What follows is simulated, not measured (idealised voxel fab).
Presented below is a process module, voxel ribs on slabs.
FYI the section here is cut, 280 nm wide, cells are 5 nm squares.
Cross-sections here: square-cell grids, written as top-down lists of bands, a band being one or more rows of cells. In this notation a band is specified by the heights of its top and bottom, in that order and in nm, after which its materials appear from left to right, each paired with its width in nm. The word "everywhere" attached to a single material means that material fills the band from edge to edge; the word "empty" stands for empty space. Heights are expressed relative to 0, this being the level below which the as-received wafer comprises one material exclusively. The lowest band is unbounded in the downward direction and is denoted as in "0 and below". Read "30..40" as a graded width: first number on top, second number at the bottom, same change between each pair of neighbouring rows. Reading "no change occurred" for a step: not a cell of the cross-section changed in it. "Tabulated closed voids": sealed empty spaces, 8 cells or more, no open way to top, listed width x height at distance, with distance from the left edge and width, height and distance in nm. That trailing text on a step's line, after the settings, is the simulator's own remark on the step. overlay nm, on a step with a mask: how far to the right of its planned place the mask lay; to the left if negative.

[Process steps foreseen in the plan]
- 1: RECEIVE, material Si
- 2: DIRECTIONAL_DEP, material SiO2, thk nm 25
- 3: DIRECTIONAL_DEP, material SiN, thk nm 25
- 4: DIRECTIONAL_DEP, material aC, thk nm 15
- 5: PATTERN, tone cover, mask id RIB, material resist, width nm 30, thk nm 35, overlay nm 0
- 6: DIRECTIONAL_ETCH, etch materials aC, depth nm 15
- 7: STRIP, etch materials resist
- 8: DIRECTIONAL_ETCH, etch materials SiN, depth nm 10
- 9: STRIP, etch materials aC
- 10: DIRECTIONAL_DEP, material aC, thk nm 10
- 11: PATTERN, tone cover, mask id SLAB, material resist, width nm 90, thk nm 25, overlay nm 0
- 12: DIRECTIONAL_ETCH, etch materials aC, depth nm 10
- 13: STRIP, etch materials resist
- 14: DIRECTIONAL_ETCH, etch materials SiN, depth nm 15
- 15: STRIP, etch materials aC
- 16: FILL_DEP, material SiO2, thk nm 25
- 17: CMP, height nm 65
- 18: DIRECTIONAL_DEP, material TiN, thk nm 5
- 19: DIRECTIONAL_DEP, material aC, thk nm 15
- 20: PATTERN, tone cover, mask id HEATER, material resist, width nm 40, thk nm 35, overlay nm 0
- 21: DIRECTIONAL_ETCH, etch materials aC, depth nm 15
- 22: STRIP, etch materials resist
- 23: DIRECTIONAL_ETCH, etch materials TiN, depth nm 5
- 24: STRIP, etch materials aC
- 25: CONFORMAL_DEP, material SiO2, thk nm 10

[Incoming wafer, cross-sectional view, post step 1]
> 0 and below: Si everywhere
> Tabulated closed voids: none

[Final cross-section, module run with one mistake (start and plan as above)]
> 80 down to 75: 110 nm empty | 60 nm SiO2 | 110 nm empty
> 75 down to 70: SiO2 everywhere
> 70 down to 65: 120 nm SiO2 | 40 nm TiN | 120 nm SiO2
> 65 down to 55: SiO2 everywhere
> 55 down to 40: 95 nm SiO2 | 90 nm SiN | 95 nm SiO2
> 40 down to 25: SiN everywhere
> 25 down to 0: SiO2 everywhere
> 0 and below: Si everywhere
> Tabulated closed voids: none
Error vs. plan: rather than as planned, step 4 actually ran as DIRECTIONAL_DEP, material SiN, thk nm 15
